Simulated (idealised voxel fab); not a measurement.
process module | voxel self aligned vias
Section shown: cut. Width: 270 nm. Cell size: 5 nm, square.
In this document a cross-section is written as a grid of square cells. It is given as a series of bands, listed from the top down, and a band is one or more rows of cells. Top height, bottom height, nm. Materials left to right, width each, nm. Single material + "throughout" = fills band edge to edge. "empty" = empty. Heights are expressed relative to 0, this being the level below which the as-received wafer comprises one material exclusively. The lowest band is unbounded in the downward direction and is denoted as in "z 0 and below". When a width is written as two numbers, as in "30 to 40", the first number is the width in the top row of cells of the band and the second is the width in its bottom row, and the width changes by the same amount from each row to the next. Any step labelled "nothing was modified" changed none of the cells in the cross-section. "Closed void table" - sealed voids, min. 8 cells, no opening to top; format: width x height at distance (distance from left edge; nm throughout). The remark found on a step's line after its settings is issued by the simulator itself and pertains to that step. overlay nm: mask right of planned place by this much (step with mask). Neg. = left.

So here's the lineup of process steps we planned:
1: RECEIVE (material Si)
2: CONFORMAL_DEP (material SiO2; thk nm 15)
3: CONFORMAL_DEP (material SiCN; thk nm 5)
4: DIRECTIONAL_DEP (material SiO2; thk nm 20)
5: DIRECTIONAL_DEP (material aC; thk nm 10)
6: PATTERN (tone open; mask id LINES; material resist; width nm 30; pitch nm 70; thk nm 25; overlay nm 0)
7: DIRECTIONAL_ETCH (etch materials aC; depth nm 10)
8: STRIP (etch materials resist)
9: DIRECTIONAL_ETCH (etch materials SiO2; depth nm 20)
10: STRIP (etch materials aC)
11: CONFORMAL_DEP (material TiN; thk nm 5)
12: FILL_DEP (material Ru; thk nm 5)
13: CMP (height nm 40)
14: SELECTIVE_ETCH (etch materials W Ru TiN; depth nm 10)
15: FILL_DEP (material SiN; thk nm 10)
16: CMP (height nm 40)
17: DIRECTIONAL_DEP (material SiO2; thk nm 20)
18: PATTERN (tone open; mask id VIAS; material resist; width nm 50; thk nm 15; overlay nm 0)
19: DIRECTIONAL_ETCH (etch materials SiO2; depth nm 20)
20: DIRECTIONAL_ETCH (etch materials SiN; depth nm 10)
21: STRIP (etch materials resist)
22: CONFORMAL_DEP (material TiN; thk nm 5)
23: FILL_DEP (material W; thk nm 10)
24: CMP (height nm 60)
25: CONFORMAL_DEP (material SiCN; thk nm 5)

The first of the two wafers, which ran as planned:

Incoming wafer, cross-sectional view, post step 1:
  z 0 and below: Si throughout
  Closed void table: none

After step 2:
  z 15 to 0: SiO2 throughout
  No changes below 0.

After step 3:
  z 20 to 15: SiCN throughout
  No changes below 15.

After step 4:
  z 40 to 20: SiO2 throughout
  No changes below 20.

After step 5:
  z 50 to 40: aC throughout
  No changes below 40.

After step 6:
  z 75 to 50: resist 85; empty 30; resist 40; empty 30; resist 85
  No changes below 50.

After step 7:
  z 65 to 50: resist 85; empty 30; resist 40; empty 30; resist 85
  z 50 to 40: aC 85; empty 30; aC 40; empty 30; aC 85
  No changes below 40.

After step 8:
  z 50 to 40: aC 85; empty 30; aC 40; empty 30; aC 85
  No changes below 40.

After step 9:
  z 50 to 40: aC 85; empty 30; aC 40; empty 30; aC 85
  z 40 to 20: SiO2 85; empty 30; SiO2 40; empty 30; SiO2 85
  No changes below 20.

After step 10:
  z 40 to 20: SiO2 85; empty 30; SiO2 40; empty 30; SiO2 85
  No changes below 20.

After step 11:
  z 45 to 40: TiN 90; empty 20; TiN 50; empty 20; TiN 90
  z 40 to 25: SiO2 85; TiN 5; empty 20; TiN 5; SiO2 40; TiN 5; empty 20; TiN 5; SiO2 85
  z 25 to 20: SiO2 85; TiN 30; SiO2 40; TiN 30; SiO2 85
  No changes below 20.

After step 12:
  z 50 to 45: Ru throughout
  z 45 to 40: TiN 90; Ru 20; TiN 50; Ru 20; TiN 90
  z 40 to 25: SiO2 85; TiN 5; Ru 20; TiN 5; SiO2 40; TiN 5; Ru 20; TiN 5; SiO2 85
  No changes below 25.

After step 13:
  z 40 to 25: SiO2 85; TiN 5; Ru 20; TiN 5; SiO2 40; TiN 5; Ru 20; TiN 5; SiO2 85
  No changes below 25.

After step 14:
  z 40 to 30: SiO2 85; empty 30; SiO2 40; empty 30; SiO2 85
  No changes below 30.

After step 15:
  z 50 to 40: SiN throughout
  z 40 to 30: SiO2 85; SiN 30; SiO2 40; SiN 30; SiO2 85
  No changes below 30.

After step 16:
  z 40 to 30: SiO2 85; SiN 30; SiO2 40; SiN 30; SiO2 85
  No changes below 30.

After step 17:
  z 60 to 40: SiO2 throughout
  No changes below 40.

After step 18:
  z 75 to 60: resist 75; empty 50; resist 145
  No changes below 60.

After step 19:
  z 75 to 60: resist 75; empty 50; resist 145
  z 60 to 40: SiO2 75; empty 50; SiO2 145
  No changes below 40.

After step 20:
  z 75 to 60: resist 75; empty 50; resist 145
  z 60 to 40: SiO2 75; empty 50; SiO2 145
  z 40 to 30: SiO2 85; empty 30; SiO2 40; SiN 30; SiO2 85
  No changes below 30.

After step 21:
  z 60 to 40: SiO2 75; empty 50; SiO2 145
  No changes below 40.

After step 22:
  z 65 to 60: TiN 80; empty 40; TiN 150
  z 60 to 45: SiO2 75; TiN 5; empty 40; TiN 5; SiO2 145
  z 45 to 40: SiO2 75; TiN 15; empty 20; TiN 15; SiO2 145
  z 40 to 35: SiO2 85; TiN 5; empty 20; TiN 5; SiO2 40; SiN 30; SiO2 85
  z 35 to 30: SiO2 85; TiN 30; SiO2 40; SiN 30; SiO2 85
  No changes below 30.

After step 23:
  z 75 to 65: W throughout
  z 65 to 60: TiN 80; W 40; TiN 150
  z 60 to 45: SiO2 75; TiN 5; W 40; TiN 5; SiO2 145
  z 45 to 40: SiO2 75; TiN 15; W 20; TiN 15; SiO2 145
  z 40 to 35: SiO2 85; TiN 5; W 20; TiN 5; SiO2 40; SiN 30; SiO2 85
  No changes below 35.

After step 24:
  z 60 to 45: SiO2 75; TiN 5; W 40; TiN 5; SiO2 145
  No changes below 45.

After step 25:
  z 65 to 60: SiCN throughout
  No changes below 60.

Second wafer: same start and same plan as the first, one execution error; identical to the first through step 18:

Here is the second wafer in cross-section at the point where step 19 of the plan should have been done:
  z 75 to 60: resist 75; empty 50; resist 145
  z 60 to 40: SiO2 75; empty 50; SiO2 145
  z 40 to 30: SiO2 75; empty 10; SiN 30; empty 10; SiO2 30; SiN 30; SiO2 85
  z 30 to 25: SiO2 75; empty 10; TiN 5; Ru 20; TiN 5; empty 10; SiO2 30; TiN 5; Ru 20; TiN 5; SiO2 85
  z 25 to 20: SiO2 75; empty 10; TiN 30; empty 10; SiO2 30; TiN 30; SiO2 85
  No changes below 20.

Here is the second wafer in cross-section at the point where step 20 of the plan should have been done:
  z 75 to 60: resist 75; empty 50; resist 145
  z 60 to 40: SiO2 75; empty 50; SiO2 145
  z 40 to 30: SiO2 75; empty 50; SiO2 30; SiN 30; SiO2 85
  No changes below 30.

Here is the second wafer in cross-section at the point where step 21 of the plan should have been done:
  z 60 to 40: SiO2 75; empty 50; SiO2 145
  No changes below 40.

Here is the second wafer in cross-section at the point where step 22 of the plan should have been done:
  z 65 to 60: TiN 80; empty 40; TiN 150
  z 60 to 40: SiO2 75; TiN 5; empty 40; TiN 5; SiO2 145
  z 40 to 35: SiO2 75; TiN 5; empty 40; TiN 5; SiO2 30; SiN 30; SiO2 85
  z 35 to 30: SiO2 75; TiN 50; SiO2 30; SiN 30; SiO2 85
  z 30 to 25: SiO2 75; TiN 15; Ru 20; TiN 15; SiO2 30; TiN 5; Ru 20; TiN 5; SiO2 85
  z 25 to 20: SiO2 75; TiN 50; SiO2 30; TiN 30; SiO2 85
  No changes below 20.

Here is the second wafer in cross-section at the point where step 23 of the plan should have been done:
  z 75 to 65: W throughout
  z 65 to 60: TiN 80; W 40; TiN 150
  z 60 to 40: SiO2 75; TiN 5; W 40; TiN 5; SiO2 145
  z 40 to 35: SiO2 75; TiN 5; W 40; TiN 5; SiO2 30; SiN 30; SiO2 85
  No changes below 35.

Here is the second wafer in cross-section at the point where step 24 of the plan should have been done:
  z 60 to 40: SiO2 75; TiN 5; W 40; TiN 5; SiO2 145
  No changes below 40.

Here is the second wafer in cross-section at the point where step 25 of the plan should have been done:
  z 65 to 60: SiCN throughout
  No changes below 60.
In executing the process, a mistake was made relative to the plan: step 19 of the plan was executed twice over
The closing comparison, in cells, has the second wafer with more or fewer of some materials than the first: -16 SiO2; +8 TiN; +8 W
